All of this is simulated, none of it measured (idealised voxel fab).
Process module name: voxel capacitor over wiring
The figure presents cross-section cut, which has a width of 300 nm and is divided into square cells with an edge length of 5 nm.
Format of a cross-section: grid, square cells. Given as bands. Order: top down. Band: one or more rows of cells. Each band's line starts with the height of the band's top and of its bottom, in nm. Then come its materials from left to right, each with its width in nm. One material with "everywhere" fills the band from edge to edge. "empty" is empty space. The level at which height equals 0 is the one under which the wafer, as it arrives, is entirely one material. No lower edge exists for the bottom band, which continues downward and is notated as in "0 down". You'd read "30->40" like this: the band's top row of cells is as wide as the first number, its bottom row is as wide as the second, and going down, every row changes width by the same amount as the row before did. Given "nothing different" for a step, no cell of the cross-section differs between before and after that step. "Cavities, closed" lists enclosed empty spaces (at least 8 cells, no open path upward to the top), each as width x height at distance from the left edge, in nm. On each step's line, the part that comes after the settings is the simulator's own comment on the step. A step line may carry the setting "overlay nm", which, for steps involving a mask, states the distance by which the mask lay to the right of its intended position; negative values denote displacement to the left.
### Planned process steps
step 1: RECEIVE: material Si
step 2: CONFORMAL_DEP: material SiO2, thk nm 10
step 3: CONFORMAL_DEP: material SiN, thk nm 5
step 4: DIRECTIONAL_DEP: material SiO2, thk nm 25
step 5: DIRECTIONAL_DEP: material aC, thk nm 10
step 6: PATTERN: tone open, mask id METAL_1, material resist, width nm 30, pitch nm 85, thk nm 30, overlay nm 0
step 7: DIRECTIONAL_ETCH: etch materials aC, depth nm 10
step 8: STRIP: etch materials resist
step 9: DIRECTIONAL_ETCH: etch materials SiO2, depth nm 25
step 10: DIRECTIONAL_ETCH: etch materials SiN, depth nm 5
step 11: STRIP: etch materials aC
step 12: CONFORMAL_DEP: material TiN, thk nm 5
step 13: FILL_DEP: material Cu, thk nm 10
step 14: CMP: height nm 40
step 15: CONFORMAL_DEP: material SiCN, thk nm 5
step 16: DIRECTIONAL_DEP: material lowk, thk nm 20
step 17: MASKED_ETCH: tone open, mask id PLUG_1, width nm 15, etch materials lowk, depth nm 20, overlay nm 0
step 18: MASKED_ETCH: tone open, mask id PLUG_1, width nm 15, etch materials SiCN, depth nm 5, overlay nm 0
step 19: EPI: material Ru, thk nm 10
step 20: EPI: material Ru, thk nm 10
step 21: EPI: material Ru, thk nm 5
step 22: DIRECTIONAL_DEP: material TiN, thk nm 10
step 23: DIRECTIONAL_DEP: material SiN, thk nm 5
step 24: DIRECTIONAL_DEP: material TiN, thk nm 5
step 25: MASKED_ETCH: tone cover, mask id UPPER_PLATE, width nm 60, etch materials TiN, depth nm 5, overlay nm 0
step 26: MASKED_ETCH: tone cover, mask id UPPER_PLATE, width nm 60, etch materials SiN, depth nm 5, overlay nm 0
step 27: PATTERN: tone cover, mask id LOWER_PLATE, material resist, width nm 70, thk nm 15, overlay nm 0
step 28: DIRECTIONAL_ETCH: etch materials TiN, depth nm 10
step 29: STRIP: etch materials resist
step 30: FILL_DEP: material SiO2, thk nm 15
step 31: CMP: height nm 95
step 32: MASKED_ETCH: tone open, mask id PLUG_2, width nm 15, etch materials SiO2, depth nm 10, overlay nm 0
step 33: CONFORMAL_DEP: material TiN, thk nm 5
step 34: FILL_DEP: material W, thk nm 5
step 35: CMP: height nm 95
step 36: CONFORMAL_DEP: material SiCN, thk nm 5
### First wafer of two (run as planned)
### as received, after step 1
> 0 down: Si everywhere
> Cavities, closed: none
### Step 2 done - wafer cross-section
> 10 to 0: SiO2 everywhere
> Note: structure below 0 unchanged.
### Step 3 done - wafer cross-section
> 15 to 10: SiN everywhere
> Note: structure below 10 unchanged.
### Step 4 done - wafer cross-section
> 40 to 15: SiO2 everywhere
> Note: structure below 15 unchanged.
### Step 5 done - wafer cross-section
> 50 to 40: aC everywhere
> Note: structure below 40 unchanged.
### Step 6 done - wafer cross-section
> 80 to 50: resist: 90, empty: 30, resist: 55, empty: 30, resist: 95
> Note: structure below 50 unchanged.
### Step 7 done - wafer cross-section
> 70 to 50: resist: 90, empty: 30, resist: 55, empty: 30, resist: 95
> 50 to 40: aC: 90, empty: 30, aC: 55, empty: 30, aC: 95
> Note: structure below 40 unchanged.
### Step 8 done - wafer cross-section
> 50 to 40: aC: 90, empty: 30, aC: 55, empty: 30, aC: 95
> Note: structure below 40 unchanged.
### Step 9 done - wafer cross-section
> 50 to 40: aC: 90, empty: 30, aC: 55, empty: 30, aC: 95
> 40 to 15: SiO2: 90, empty: 30, SiO2: 55, empty: 30, SiO2: 95
> Note: structure below 15 unchanged.
### Step 10 done - wafer cross-section
> 50 to 40: aC: 90, empty: 30, aC: 55, empty: 30, aC: 95
> 40 to 15: SiO2: 90, empty: 30, SiO2: 55, empty: 30, SiO2: 95
> 15 to 10: SiN: 90, empty: 30, SiN: 55, empty: 30, SiN: 95
> Note: structure below 10 unchanged.
### Step 11 done - wafer cross-section
> 40 to 15: SiO2: 90, empty: 30, SiO2: 55, empty: 30, SiO2: 95
> Note: structure below 15 unchanged.
### Step 12 done - wafer cross-section
> 45 to 40: TiN: 95, empty: 20, TiN: 65, empty: 20, TiN: 100
> 40 to 15: SiO2: 90, TiN: 5, empty: 20, TiN: 5, SiO2: 55, TiN: 5, empty: 20, TiN: 5, SiO2: 95
> 15 to 10: SiN: 90, TiN: 30, SiN: 55, TiN: 30, SiN: 95
> Note: structure below 10 unchanged.
### Step 13 done - wafer cross-section
> 55 to 45: Cu everywhere
> 45 to 40: TiN: 95, Cu: 20, TiN: 65, Cu: 20, TiN: 100
> 40 to 15: SiO2: 90, TiN: 5, Cu: 20, TiN: 5, SiO2: 55, TiN: 5, Cu: 20, TiN: 5, SiO2: 95
> Note: structure below 15 unchanged.
### Step 14 done - wafer cross-section
> 40 to 15: SiO2: 90, TiN: 5, Cu: 20, TiN: 5, SiO2: 55, TiN: 5, Cu: 20, TiN: 5, SiO2: 95
> Note: structure below 15 unchanged.
### Step 15 done - wafer cross-section
> 45 to 40: SiCN everywhere
> Note: structure below 40 unchanged.
### Step 16 done - wafer cross-section
> 65 to 45: lowk everywhere
> Note: structure below 45 unchanged.
### Step 17 done - wafer cross-section
> 65 to 45: lowk: 105, empty: 15, lowk: 180
> Note: structure below 45 unchanged.
### Step 18 done - wafer cross-section
> 65 to 45: lowk: 105, empty: 15, lowk: 180
> 45 to 40: SiCN: 105, empty: 15, SiCN: 180
> Note: structure below 40 unchanged.
### Step 19 done - wafer cross-section
> 65 to 50: lowk: 105, empty: 15, lowk: 180
> 50 to 45: lowk: 105, Ru: 15, lowk: 180
> 45 to 40: SiCN: 105, Ru: 15, SiCN: 180
> Note: structure below 40 unchanged.
### Step 20 done - wafer cross-section
> 65 to 60: lowk: 105, empty: 15, lowk: 180
> 60 to 45: lowk: 105, Ru: 15, lowk: 180
> Note: structure below 45 unchanged.
### Step 21 done - wafer cross-section
> 65 to 45: lowk: 105, Ru: 15, lowk: 180
> Note: structure below 45 unchanged.
### Step 22 done - wafer cross-section
> 75 to 65: TiN everywhere
> Note: structure below 65 unchanged.
### Step 23 done - wafer cross-section
> 80 to 75: SiN everywhere
> Note: structure below 75 unchanged.
### Step 24 done - wafer cross-section
> 85 to 80: TiN everywhere
> Note: structure below 80 unchanged.
### Step 25 done - wafer cross-section
> 85 to 80: empty: 105, TiN: 60, empty: 135
> Note: structure below 80 unchanged.
### Step 26 done - wafer cross-section
> 85 to 80: empty: 105, TiN: 60, empty: 135
> 80 to 75: empty: 105, SiN: 60, empty: 135
> Note: structure below 75 unchanged.
### Step 27 done - wafer cross-section
> 100 to 85: empty: 100, resist: 70, empty: 130
> 85 to 80: empty: 100, resist: 5, TiN: 60, resist: 5, empty: 130
> 80 to 75: empty: 100, resist: 5, SiN: 60, resist: 5, empty: 130
> Note: structure below 75 unchanged.
### Step 28 done - wafer cross-section
> 100 to 85: empty: 100, resist: 70, empty: 130
> 85 to 80: empty: 100, resist: 5, TiN: 60, resist: 5, empty: 130
> 80 to 75: empty: 100, resist: 5, SiN: 60, resist: 5, empty: 130
> 75 to 65: empty: 100, TiN: 70, empty: 130
> Note: structure below 65 unchanged.
### Step 29 done - wafer cross-section
> 85 to 80: empty: 105, TiN: 60, empty: 135
> 80 to 75: empty: 105, SiN: 60, empty: 135
> Note: structure below 75 unchanged.
### Step 30 done - wafer cross-section
> 100 to 85: SiO2 everywhere
> 85 to 80: SiO2: 105, TiN: 60, SiO2: 135
> 80 to 75: SiO2: 105, SiN: 60, SiO2: 135
> 75 to 65: SiO2: 100, TiN: 70, SiO2: 130
> Note: structure below 65 unchanged.
### Step 31 done - wafer cross-section
> 95 to 85: SiO2 everywhere
> Note: structure below 85 unchanged.
### Step 32 done - wafer cross-section
> 95 to 85: SiO2: 115, empty: 15, SiO2: 170
> Note: structure below 85 unchanged.
### Step 33 done - wafer cross-section
> 100 to 95: TiN: 120, empty: 5, TiN: 175
> 95 to 90: SiO2: 115, TiN: 5, empty: 5, TiN: 5, SiO2: 170
> 90 to 80: SiO2: 115->105, TiN: 15->60, SiO2: 170->135
> Note: structure below 80 unchanged.
### Step 34 done - wafer cross-section
> 105 to 100: W everywhere
> 100 to 95: TiN: 120, W: 5, TiN: 175
> 95 to 90: SiO2: 115, TiN: 5, W: 5, TiN: 5, SiO2: 170
> Note: structure below 90 unchanged.
### Step 35 done - wafer cross-section
> 95 to 90: SiO2: 115, TiN: 5, W: 5, TiN: 5, SiO2: 170
> Note: structure below 90 unchanged.
### Step 36 done - wafer cross-section
> 100 to 95: SiCN everywhere
> Note: structure below 95 unchanged.
### Second wafer, same starting conditions and recipe as the first, one mistake in executing it, nothing differs from the first up to and including step 26
### Second wafer, sectioned view, at step 27's planned end time
> 100 to 85: resist: 100, empty: 70, resist: 130
> 85 to 80: resist: 100, empty: 5, TiN: 60, empty: 5, resist: 130
> 80 to 75: resist: 100, empty: 5, SiN: 60, empty: 5, resist: 130
> Note: structure below 75 unchanged.
### Second wafer, sectioned view, at step 28's planned end time
> 100 to 80: resist: 100, empty: 70, resist: 130
> 80 to 75: resist: 100, empty: 5, SiN: 60, empty: 5, resist: 130
> 75 to 65: TiN: 100, empty: 5, TiN: 60, empty: 5, TiN: 130
> Note: structure below 65 unchanged.
### Second wafer, sectioned view, at step 29's planned end time
> 80 to 75: empty: 105, SiN: 60, empty: 135
> Note: structure below 75 unchanged.
### Second wafer, sectioned view, at step 30's planned end time
> 95 to 80: SiO2 everywhere
> 80 to 75: SiO2: 105, SiN: 60, SiO2: 135
> 75 to 65: TiN: 100, SiO2: 5, TiN: 60, SiO2: 5, TiN: 130
> Note: structure below 65 unchanged.
Second wafer, sectioned view, at step 31's planned end time: nothing different
### Second wafer, sectioned view, at step 32's planned end time
> 95 to 85: SiO2: 115, empty: 15, SiO2: 170
> Note: structure below 85 unchanged.
### Second wafer, sectioned view, at step 33's planned end time
> 100 to 95: TiN: 120, empty: 5, TiN: 175
> 95 to 90: SiO2: 115, TiN: 5, empty: 5, TiN: 5, SiO2: 170
> 90 to 85: SiO2: 115, TiN: 15, SiO2: 170
> Note: structure below 85 unchanged.
### Second wafer, sectioned view, at step 34's planned end time
> 105 to 100: W everywhere
> 100 to 95: TiN: 120, W: 5, TiN: 175
> 95 to 90: SiO2: 115, TiN: 5, W: 5, TiN: 5, SiO2: 170
> Note: structure below 90 unchanged.
### Second wafer, sectioned view, at step 35's planned end time
> 95 to 90: SiO2: 115, TiN: 5, W: 5, TiN: 5, SiO2: 170
> Note: structure below 90 unchanged.
### Second wafer, sectioned view, at step 36's planned end time
> 100 to 95: SiCN everywhere
> Note: structure below 95 unchanged.
Want to know what went wrong? step 27 was not run as planned; what actually ran was PATTERN: tone open, mask id LOWER_PLATE, material resist, width nm 70, thk nm 15, overlay nm 0
Final wafer comparison in cells, second versus first, more or fewer per material: -76 SiO2 | +76 TiN
